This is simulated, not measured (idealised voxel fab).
process module | voxel gate over fins
cross-section cut | 225 nm wide | cells 5 nm
A cross-section is a grid of square cells, given in bands from the top down. A band is one or more rows of cells.
Each band's line starts with the height of the band's top and of its bottom, in nm. Then come its materials from left to right, each with its width in nm. One material with "throughout" fills the band from edge to edge. "air" is empty space.
Height 0 is the level under which the wafer as received is all one material. The lowest band goes on downwards, as in "0 down".
A width such as "30 to 40" changes by the same amount from each row of cells to the next, from the band's top row to its bottom row.
"no change" after a step means that no cell of the cross-section changed.
closed voids: empty space of 8 cells or more with no open way to the top, each as width x height at its distance from the left edge, in nm
after a step's settings: what the simulator itself notes on the step
overlay nm, on a step with a mask: how far to the right of its planned place the mask lay; to the left if negative
plan
1 op RECEIVE | material Si
2 op CONFORMAL_DEP | material SiN | thk nm 10
3 op DIRECTIONAL_DEP | material aC | thk nm 15
4 op PATTERN | tone cover | mask id FINS | material resist | width nm 15 | pitch nm 35 | thk nm 30 | overlay nm 0
5 op DIRECTIONAL_ETCH | etch materials aC | depth nm 15
6 op STRIP | etch materials resist
7 op DIRECTIONAL_ETCH | etch materials SiN | depth nm 10
8 op DIRECTIONAL_ETCH | etch materials Si | depth nm 40
9 op STRIP | etch materials aC
10 op OXIDIZE | depth nm 5
11 op FILL_DEP | material SiO2 | thk nm 10
12 op CMP | height nm 10
13 op SELECTIVE_ETCH | etch materials SiO2 | depth nm 20
14 op STRIP | etch materials SiN
15 op CONFORMAL_DEP | material HfO2 | thk nm 5
16 op CONFORMAL_DEP | material TiN | thk nm 5
17 op CONFORMAL_DEP | material TiAl | thk nm 5
18 op CONFORMAL_DEP | material TiN | thk nm 5
19 op FILL_DEP | material W | thk nm 10
20 op CMP | height nm 25
21 op CONFORMAL_DEP | material SiN | thk nm 10
as received, after step 1
  0 down: Si throughout
  closed voids: none
first wafer at the end, as planned
  35 to 25: SiN throughout
  25 to 20: W throughout
  20 to 15: W 35 | TiN 150 | W 40
  15 to 10: W 35 | TiN 5 | TiAl 140 | TiN 5 | W 40
  10 to 5: TiN 40 | TiAl 5 | TiN 25 | TiAl 10 | TiN 25 | TiAl 10 | TiN 25 | TiAl 10 | TiN 25 | TiAl 5 | TiN 45
  5 to 0: TiAl 45 | TiN 5 | HfO2 15 | TiN 5 | TiAl 10 | TiN 5 | HfO2 15 | TiN 5 | TiAl 10 | TiN 5 | HfO2 15 | TiN 5 | TiAl 10 | TiN 5 | HfO2 15 | TiN 5 | TiAl 50
  0 to -5: TiN 50 | HfO2 5 | Si 5 | HfO2 5 | TiN 20 | HfO2 5 | Si 5 | HfO2 5 | TiN 20 | HfO2 5 | Si 5 | HfO2 5 | TiN 20 | HfO2 5 | Si 5 | HfO2 5 | TiN 55
  -5 to -10: HfO2 55 | Si 5 | HfO2 30 | Si 5 | HfO2 30 | Si 5 | HfO2 30 | Si 5 | HfO2 60
  -10 to -45: SiO2 55 | Si 5 | SiO2 30 | Si 5 | SiO2 30 | Si 5 | SiO2 30 | Si 5 | SiO2 60
  -45 down: Si throughout
  closed voids: none
second wafer at the end: like start, like plan, one mistake
  35 to 25: SiN throughout
  25 to 20: W throughout
  20 to 15: TiN throughout
  15 to 10: TiAl throughout
  10 to 5: TiN 55 | TiAl 5 | TiN 30 | TiAl 5 | TiN 30 | TiAl 5 | TiN 30 | TiAl 5 | TiN 60
  5 to 0: HfO2 50 | TiN 5 | TiAl 5 | TiN 5 | HfO2 20 | TiN 5 | TiAl 5 | TiN 5 | HfO2 20 | TiN 5 | TiAl 5 | TiN 5 | HfO2 20 | TiN 5 | TiAl 5 | TiN 5 | HfO2 55
  0 to -5: Si 45 | HfO2 5 | TiN 15 | HfO2 5 | Si 10 | HfO2 5 | TiN 15 | HfO2 5 | Si 10 | HfO2 5 | TiN 15 | HfO2 5 | Si 10 | HfO2 5 | TiN 15 | HfO2 5 | Si 50
  -5 to -10: Si 45 | HfO2 25 | Si 10 | HfO2 25 | Si 10 | HfO2 25 | Si 10 | HfO2 25 | Si 50
  -10 to -45: Si 45 | SiO2 25 | Si 10 | SiO2 25 | Si 10 | SiO2 25 | Si 10 | SiO2 25 | Si 50
  -45 down: Si throughout
  closed voids: none
what went wrong: step 4 ran as: op PATTERN | tone open | mask id FINS | material resist | width nm 15 | pitch nm 35 | thk nm 30 | overlay nm 0
at the end the second wafer has, in cells: 189 more of Si | 147 fewer of SiO2 | 8 fewer of TiAl | 4 fewer of TiN | 30 fewer of W
